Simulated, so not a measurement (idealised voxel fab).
Process module, titled voxel gate over fins
Xsec cut, 230 nm wide, square cell size 5 nm.
When this document writes out a cross-section, it uses a grid of square cells and lists it as bands, beginning at the top and moving down, with a band standing for one or more rows of cells.
Look at the band entry: it leads with the top's height and the bottom's height in nm. Then it lists the materials left to right, with a width in nm for each. The word "full width" on a single material says that material fills the band edge to edge. The word "blank" is empty space.
For the purposes of this specification, 0 denotes the height below which the wafer in its as-received condition is composed wholly of one material, and the lowermost band, lacking a lower limit, extends downward without end, as expressed in "0 nm and below".
Width: "30..40" (first number = top row, second number = bottom row, same change from row to row of cells).
What does "remains unaltered" mean for a step? It means no cell of the cross-section changed in that step.
"Fully closed voids" - sealed voids, min. 8 cells, no opening to top; format: width x height at distance (distance from left edge; nm throughout).
The remark found on a step's line after its settings is issued by the simulator itself and pertains to that step.
overlay nm: right-of-plan distance of the mask on a masked step; negative values mean left-of-plan.

Set out below are the planned steps of the process:
1 RECEIVE,material Si
2 CONFORMAL_DEP,material SiN,thk nm 5
3 DIRECTIONAL_DEP,material aC,thk nm 15
4 PATTERN,tone cover,mask id FINS,material resist,width nm 15,pitch nm 45,thk nm 30,overlay nm 0
5 DIRECTIONAL_ETCH,etch materials aC,depth nm 15
6 STRIP,etch materials resist
7 DIRECTIONAL_ETCH,etch materials SiN,depth nm 5
8 DIRECTIONAL_ETCH,etch materials Si,depth nm 40
9 STRIP,etch materials aC
10 OXIDIZE,depth nm 5
11 FILL_DEP,material SiO2,thk nm 15
12 CMP,height nm 5
13 SELECTIVE_ETCH,etch materials SiO2,depth nm 15
14 STRIP,etch materials SiN
15 CONFORMAL_DEP,material HfO2,thk nm 5
16 CONFORMAL_DEP,material TiN,thk nm 5
17 CONFORMAL_DEP,material TiAl,thk nm 5
18 CONFORMAL_DEP,material TiN,thk nm 5
19 FILL_DEP,material W,thk nm 10
20 CMP,height nm 25
21 CONFORMAL_DEP,material SiN,thk nm 10

The following pertains to the first of two wafers, which was processed as planned:

Wafer cross-section on receipt, i.e. after step 1:
	0 nm and below | Si full width
	Fully closed voids: none

Take a look at the wafer's cross-section after step 2:
	5 nm to 0 nm | SiN full width
	Nothing below the height 0 has changed.

Take a look at the wafer's cross-section after step 3:
	20 nm to 5 nm | aC full width
	Nothing below the height 5 has changed.

Take a look at the wafer's cross-section after step 4:
	50 nm to 20 nm | 40 nm blank / 15 nm resist / 30 nm blank / 15 nm resist / 30 nm blank / 15 nm resist / 30 nm blank / 15 nm resist / 40 nm blank
	Nothing below the height 20 has changed.

Take a look at the wafer's cross-section after step 5:
	35 nm to 20 nm | 40 nm blank / 15 nm resist / 30 nm blank / 15 nm resist / 30 nm blank / 15 nm resist / 30 nm blank / 15 nm resist / 40 nm blank
	20 nm to 5 nm | 40 nm blank / 15 nm aC / 30 nm blank / 15 nm aC / 30 nm blank / 15 nm aC / 30 nm blank / 15 nm aC / 40 nm blank
	Nothing below the height 5 has changed.

Take a look at the wafer's cross-section after step 6:
	20 nm to 5 nm | 40 nm blank / 15 nm aC / 30 nm blank / 15 nm aC / 30 nm blank / 15 nm aC / 30 nm blank / 15 nm aC / 40 nm blank
	Nothing below the height 5 has changed.

Take a look at the wafer's cross-section after step 7:
	20 nm to 5 nm | 40 nm blank / 15 nm aC / 30 nm blank / 15 nm aC / 30 nm blank / 15 nm aC / 30 nm blank / 15 nm aC / 40 nm blank
	5 nm to 0 nm | 40 nm blank / 15 nm SiN / 30 nm blank / 15 nm SiN / 30 nm blank / 15 nm SiN / 30 nm blank / 15 nm SiN / 40 nm blank
	Nothing below the height 0 has changed.

Take a look at the wafer's cross-section after step 8:
	20 nm to 5 nm | 40 nm blank / 15 nm aC / 30 nm blank / 15 nm aC / 30 nm blank / 15 nm aC / 30 nm blank / 15 nm aC / 40 nm blank
	5 nm to 0 nm | 40 nm blank / 15 nm SiN / 30 nm blank / 15 nm SiN / 30 nm blank / 15 nm SiN / 30 nm blank / 15 nm SiN / 40 nm blank
	0 nm to -40 nm | 40 nm blank / 15 nm Si / 30 nm blank / 15 nm Si / 30 nm blank / 15 nm Si / 30 nm blank / 15 nm Si / 40 nm blank
	Nothing below the height -40 has changed.

Take a look at the wafer's cross-section after step 9:
	5 nm to 0 nm | 40 nm blank / 15 nm SiN / 30 nm blank / 15 nm SiN / 30 nm blank / 15 nm SiN / 30 nm blank / 15 nm SiN / 40 nm blank
	Nothing below the height 0 has changed.

Take a look at the wafer's cross-section after step 10:
	5 nm to 0 nm | 40 nm blank / 15 nm SiN / 30 nm blank / 15 nm SiN / 30 nm blank / 15 nm SiN / 30 nm blank / 15 nm SiN / 40 nm blank
	0 nm to -40 nm | 40 nm blank / 5 nm SiO2 / 5 nm Si / 5 nm SiO2 / 30 nm blank / 5 nm SiO2 / 5 nm Si / 5 nm SiO2 / 30 nm blank / 5 nm SiO2 / 5 nm Si / 5 nm SiO2 / 30 nm blank / 5 nm SiO2 / 5 nm Si / 5 nm SiO2 / 40 nm blank
	-40 nm to -45 nm | 45 nm SiO2 / 5 nm Si / 40 nm SiO2 / 5 nm Si / 40 nm SiO2 / 5 nm Si / 40 nm SiO2 / 5 nm Si / 45 nm SiO2
	Nothing below the height -45 has changed.

Take a look at the wafer's cross-section after step 11:
	20 nm to 5 nm | SiO2 full width
	5 nm to 0 nm | 40 nm SiO2 / 15 nm SiN / 30 nm SiO2 / 15 nm SiN / 30 nm SiO2 / 15 nm SiN / 30 nm SiO2 / 15 nm SiN / 40 nm SiO2
	0 nm to -45 nm | 45 nm SiO2 / 5 nm Si / 40 nm SiO2 / 5 nm Si / 40 nm SiO2 / 5 nm Si / 40 nm SiO2 / 5 nm Si / 45 nm SiO2
	Nothing below the height -45 has changed.

Take a look at the wafer's cross-section after step 12:
	5 nm to 0 nm | 40 nm SiO2 / 15 nm SiN / 30 nm SiO2 / 15 nm SiN / 30 nm SiO2 / 15 nm SiN / 30 nm SiO2 / 15 nm SiN / 40 nm SiO2
	Nothing below the height 0 has changed.

Take a look at the wafer's cross-section after step 13:
	5 nm to 0 nm | 40 nm blank / 15 nm SiN / 30 nm blank / 15 nm SiN / 30 nm blank / 15 nm SiN / 30 nm blank / 15 nm SiN / 40 nm blank
	0 nm to -10 nm | 45 nm blank / 5 nm Si / 40 nm blank / 5 nm Si / 40 nm blank / 5 nm Si / 40 nm blank / 5 nm Si / 45 nm blank
	Nothing below the height -10 has changed.

Take a look at the wafer's cross-section after step 14:
	0 nm to -10 nm | 45 nm blank / 5 nm Si / 40 nm blank / 5 nm Si / 40 nm blank / 5 nm Si / 40 nm blank / 5 nm Si / 45 nm blank
	Nothing below the height -10 has changed.

Take a look at the wafer's cross-section after step 15:
	5 nm to 0 nm | 40 nm blank / 15 nm HfO2 / 30 nm blank / 15 nm HfO2 / 30 nm blank / 15 nm HfO2 / 30 nm blank / 15 nm HfO2 / 40 nm blank
	0 nm to -5 nm | 40 nm blank / 5 nm HfO2 / 5 nm Si / 5 nm HfO2 / 30 nm blank / 5 nm HfO2 / 5 nm Si / 5 nm HfO2 / 30 nm blank / 5 nm HfO2 / 5 nm Si / 5 nm HfO2 / 30 nm blank / 5 nm HfO2 / 5 nm Si / 5 nm HfO2 / 40 nm blank
	-5 nm to -10 nm | 45 nm HfO2 / 5 nm Si / 40 nm HfO2 / 5 nm Si / 40 nm HfO2 / 5 nm Si / 40 nm HfO2 / 5 nm Si / 45 nm HfO2
	Nothing below the height -10 has changed.

Take a look at the wafer's cross-section after step 16:
	10 nm to 5 nm | 35 nm blank / 25 nm TiN / 20 nm blank / 25 nm TiN / 20 nm blank / 25 nm TiN / 20 nm blank / 25 nm TiN / 35 nm blank
	5 nm to 0 nm | 35 nm blank / 5 nm TiN / 15 nm HfO2 / 5 nm TiN / 20 nm blank / 5 nm TiN / 15 nm HfO2 / 5 nm TiN / 20 nm blank / 5 nm TiN / 15 nm HfO2 / 5 nm TiN / 20 nm blank / 5 nm TiN / 15 nm HfO2 / 5 nm TiN / 35 nm blank
	0 nm to -5 nm | 40 nm TiN / 5 nm HfO2 / 5 nm Si / 5 nm HfO2 / 30 nm TiN / 5 nm HfO2 / 5 nm Si / 5 nm HfO2 / 30 nm TiN / 5 nm HfO2 / 5 nm Si / 5 nm HfO2 / 30 nm TiN / 5 nm HfO2 / 5 nm Si / 5 nm HfO2 / 40 nm TiN
	Nothing below the height -5 has changed.

Take a look at the wafer's cross-section after step 17:
	15 nm to 10 nm | 30 nm blank / 35 nm TiAl / 10 nm blank / 35 nm TiAl / 10 nm blank / 35 nm TiAl / 10 nm blank / 35 nm TiAl / 30 nm blank
	10 nm to 5 nm | 30 nm blank / 5 nm TiAl / 25 nm TiN / 5 nm TiAl / 10 nm blank / 5 nm TiAl / 25 nm TiN / 5 nm TiAl / 10 nm blank / 5 nm TiAl / 25 nm TiN / 5 nm TiAl / 10 nm blank / 5 nm TiAl / 25 nm TiN / 5 nm TiAl / 30 nm blank
	5 nm to 0 nm | 35 nm TiAl / 5 nm TiN / 15 nm HfO2 / 5 nm TiN / 20 nm TiAl / 5 nm TiN / 15 nm HfO2 / 5 nm TiN / 20 nm TiAl / 5 nm TiN / 15 nm HfO2 / 5 nm TiN / 20 nm TiAl / 5 nm TiN / 15 nm HfO2 / 5 nm TiN / 35 nm TiAl
	Nothing below the height 0 has changed.

Take a look at the wafer's cross-section after step 18:
	20 nm to 15 nm | 25 nm blank / 180 nm TiN / 25 nm blank
	15 nm to 10 nm | 25 nm blank / 5 nm TiN / 35 nm TiAl / 10 nm TiN / 35 nm TiAl / 10 nm TiN / 35 nm TiAl / 10 nm TiN / 35 nm TiAl / 5 nm TiN / 25 nm blank
	10 nm to 5 nm | 30 nm TiN / 5 nm TiAl / 25 nm TiN / 5 nm TiAl / 10 nm TiN / 5 nm TiAl / 25 nm TiN / 5 nm TiAl / 10 nm TiN / 5 nm TiAl / 25 nm TiN / 5 nm TiAl / 10 nm TiN / 5 nm TiAl / 25 nm TiN / 5 nm TiAl / 30 nm TiN
	Nothing below the height 5 has changed.

Take a look at the wafer's cross-section after step 19:
	30 nm to 20 nm | W full width
	20 nm to 15 nm | 25 nm W / 180 nm TiN / 25 nm W
	15 nm to 10 nm | 25 nm W / 5 nm TiN / 35 nm TiAl / 10 nm TiN / 35 nm TiAl / 10 nm TiN / 35 nm TiAl / 10 nm TiN / 35 nm TiAl / 5 nm TiN / 25 nm W
	Nothing below the height 10 has changed.

Take a look at the wafer's cross-section after step 20:
	25 nm to 20 nm | W full width
	Nothing below the height 20 has changed.

Take a look at the wafer's cross-section after step 21:
	35 nm to 25 nm | SiN full width
	Nothing below the height 25 has changed.

Now the other wafer: same start, same recipe, but we messed up one thing when running it. Up to and including step 3 it's the same as the first one:

Cross-section, second wafer, at the end time the plan gives for step 4:
	50 nm to 20 nm | 40 nm resist / 15 nm blank / 30 nm resist / 15 nm blank / 30 nm resist / 15 nm blank / 30 nm resist / 15 nm blank / 40 nm resist
	Nothing below the height 20 has changed.

Cross-section, second wafer, at the end time the plan gives for step 5:
	35 nm to 20 nm | 40 nm resist / 15 nm blank / 30 nm resist / 15 nm blank / 30 nm resist / 15 nm blank / 30 nm resist / 15 nm blank / 40 nm resist
	20 nm to 5 nm | 40 nm aC / 15 nm blank / 30 nm aC / 15 nm blank / 30 nm aC / 15 nm blank / 30 nm aC / 15 nm blank / 40 nm aC
	Nothing below the height 5 has changed.

Cross-section, second wafer, at the end time the plan gives for step 6:
	20 nm to 5 nm | 40 nm aC / 15 nm blank / 30 nm aC / 15 nm blank / 30 nm aC / 15 nm blank / 30 nm aC / 15 nm blank / 40 nm aC
	Nothing below the height 5 has changed.

Cross-section, second wafer, at the end time the plan gives for step 7:
	20 nm to 5 nm | 40 nm aC / 15 nm blank / 30 nm aC / 15 nm blank / 30 nm aC / 15 nm blank / 30 nm aC / 15 nm blank / 40 nm aC
	5 nm to 0 nm | 40 nm SiN / 15 nm blank / 30 nm SiN / 15 nm blank / 30 nm SiN / 15 nm blank / 30 nm SiN / 15 nm blank / 40 nm SiN
	Nothing below the height 0 has changed.

Cross-section, second wafer, at the end time the plan gives for step 8:
	20 nm to 5 nm | 40 nm aC / 15 nm blank / 30 nm aC / 15 nm blank / 30 nm aC / 15 nm blank / 30 nm aC / 15 nm blank / 40 nm aC
	5 nm to 0 nm | 40 nm SiN / 15 nm blank / 30 nm SiN / 15 nm blank / 30 nm SiN / 15 nm blank / 30 nm SiN / 15 nm blank / 40 nm SiN
	0 nm to -40 nm | 40 nm Si / 15 nm blank / 30 nm Si / 15 nm blank / 30 nm Si / 15 nm blank / 30 nm Si / 15 nm blank / 40 nm Si
	Nothing below the height -40 has changed.

Cross-section, second wafer, at the end time the plan gives for step 9:
	5 nm to 0 nm | 40 nm SiN / 15 nm blank / 30 nm SiN / 15 nm blank / 30 nm SiN / 15 nm blank / 30 nm SiN / 15 nm blank / 40 nm SiN
	Nothing below the height 0 has changed.

Cross-section, second wafer, at the end time the plan gives for step 10:
	5 nm to 0 nm | 40 nm SiN / 15 nm blank / 30 nm SiN / 15 nm blank / 30 nm SiN / 15 nm blank / 30 nm SiN / 15 nm blank / 40 nm SiN
	0 nm to -40 nm | 35 nm Si / 5 nm SiO2 / 15 nm blank / 5 nm SiO2 / 20 nm Si / 5 nm SiO2 / 15 nm blank / 5 nm SiO2 / 20 nm Si / 5 nm SiO2 / 15 nm blank / 5 nm SiO2 / 20 nm Si / 5 nm SiO2 / 15 nm blank / 5 nm SiO2 / 35 nm Si
	-40 nm to -45 nm | 35 nm Si / 25 nm SiO2 / 20 nm Si / 25 nm SiO2 / 20 nm Si / 25 nm SiO2 / 20 nm Si / 25 nm SiO2 / 35 nm Si
	Nothing below the height -45 has changed.

Cross-section, second wafer, at the end time the plan gives for step 11:
	20 nm to 5 nm | SiO2 full width
	5 nm to 0 nm | 40 nm SiN / 15 nm SiO2 / 30 nm SiN / 15 nm SiO2 / 30 nm SiN / 15 nm SiO2 / 30 nm SiN / 15 nm SiO2 / 40 nm SiN
	0 nm to -45 nm | 35 nm Si / 25 nm SiO2 / 20 nm Si / 25 nm SiO2 / 20 nm Si / 25 nm SiO2 / 20 nm Si / 25 nm SiO2 / 35 nm Si
	Nothing below the height -45 has changed.

Cross-section, second wafer, at the end time the plan gives for step 12:
	5 nm to 0 nm | 40 nm SiN / 15 nm SiO2 / 30 nm SiN / 15 nm SiO2 / 30 nm SiN / 15 nm SiO2 / 30 nm SiN / 15 nm SiO2 / 40 nm SiN
	Nothing below the height 0 has changed.

Cross-section, second wafer, at the end time the plan gives for step 13:
	5 nm to 0 nm | 40 nm SiN / 15 nm blank / 30 nm SiN / 15 nm blank / 30 nm SiN / 15 nm blank / 30 nm SiN / 15 nm blank / 40 nm SiN
	0 nm to -10 nm | 35 nm Si / 25 nm blank / 20 nm Si / 25 nm blank / 20 nm Si / 25 nm blank / 20 nm Si / 25 nm blank / 35 nm Si
	Nothing below the height -10 has changed.

Cross-section, second wafer, at the end time the plan gives for step 14:
	0 nm to -10 nm | 35 nm Si / 25 nm blank / 20 nm Si / 25 nm blank / 20 nm Si / 25 nm blank / 20 nm Si / 25 nm blank / 35 nm Si
	Nothing below the height -10 has changed.

Cross-section, second wafer, at the end time the plan gives for step 15:
	5 nm to 0 nm | 40 nm HfO2 / 15 nm blank / 30 nm HfO2 / 15 nm blank / 30 nm HfO2 / 15 nm blank / 30 nm HfO2 / 15 nm blank / 40 nm HfO2
	0 nm to -5 nm | 35 nm Si / 5 nm HfO2 / 15 nm blank / 5 nm HfO2 / 20 nm Si / 5 nm HfO2 / 15 nm blank / 5 nm HfO2 / 20 nm Si / 5 nm HfO2 / 15 nm blank / 5 nm HfO2 / 20 nm Si / 5 nm HfO2 / 15 nm blank / 5 nm HfO2 / 35 nm Si
	-5 nm to -10 nm | 35 nm Si / 25 nm HfO2 / 20 nm Si / 25 nm HfO2 / 20 nm Si / 25 nm HfO2 / 20 nm Si / 25 nm HfO2 / 35 nm Si
	Nothing below the height -10 has changed.

Cross-section, second wafer, at the end time the plan gives for step 16:
	10 nm to 5 nm | 45 nm TiN / 5 nm blank / 40 nm TiN / 5 nm blank / 40 nm TiN / 5 nm blank / 40 nm TiN / 5 nm blank / 45 nm TiN
	5 nm to 0 nm | 40 nm HfO2 / 5 nm TiN / 5 nm blank / 5 nm TiN / 30 nm HfO2 / 5 nm TiN / 5 nm blank / 5 nm TiN / 30 nm HfO2 / 5 nm TiN / 5 nm blank / 5 nm TiN / 30 nm HfO2 / 5 nm TiN / 5 nm blank / 5 nm TiN / 40 nm HfO2
	0 nm to -5 nm | 35 nm Si / 5 nm HfO2 / 15 nm TiN / 5 nm HfO2 / 20 nm Si / 5 nm HfO2 / 15 nm TiN / 5 nm HfO2 / 20 nm Si / 5 nm HfO2 / 15 nm TiN / 5 nm HfO2 / 20 nm Si / 5 nm HfO2 / 15 nm TiN / 5 nm HfO2 / 35 nm Si
	Nothing below the height -5 has changed.

Cross-section, second wafer, at the end time the plan gives for step 17:
	15 nm to 10 nm | TiAl full width
	10 nm to 5 nm | 45 nm TiN / 5 nm TiAl / 40 nm TiN / 5 nm TiAl / 40 nm TiN / 5 nm TiAl / 40 nm TiN / 5 nm TiAl / 45 nm TiN
	5 nm to 0 nm | 40 nm HfO2 / 5 nm TiN / 5 nm TiAl / 5 nm TiN / 30 nm HfO2 / 5 nm TiN / 5 nm TiAl / 5 nm TiN / 30 nm HfO2 / 5 nm TiN / 5 nm TiAl / 5 nm TiN / 30 nm HfO2 / 5 nm TiN / 5 nm TiAl / 5 nm TiN / 40 nm HfO2
	Nothing below the height 0 has changed.

Cross-section, second wafer, at the end time the plan gives for step 18:
	20 nm to 15 nm | TiN full width
	Nothing below the height 15 has changed.

Cross-section, second wafer, at the end time the plan gives for step 19:
	30 nm to 20 nm | W full width
	Nothing below the height 20 has changed.

Cross-section, second wafer, at the end time the plan gives for step 20:
	25 nm to 20 nm | W full width
	Nothing below the height 20 has changed.

Cross-section, second wafer, at the end time the plan gives for step 21:
	35 nm to 25 nm | SiN full width
	Nothing below the height 25 has changed.
Deviation from plan: off-plan run, step 4, actual operation and settings PATTERN,tone open,mask id FINS,material resist,width nm 15,pitch nm 45,thk nm 30,overlay nm 0
FYI, end of process, the second wafer has more or fewer cells of some materials than the first: Si: 198 more, SiO2: 154 fewer, TiAl: 8 fewer, TiN: 16 fewer, W: 20 fewer
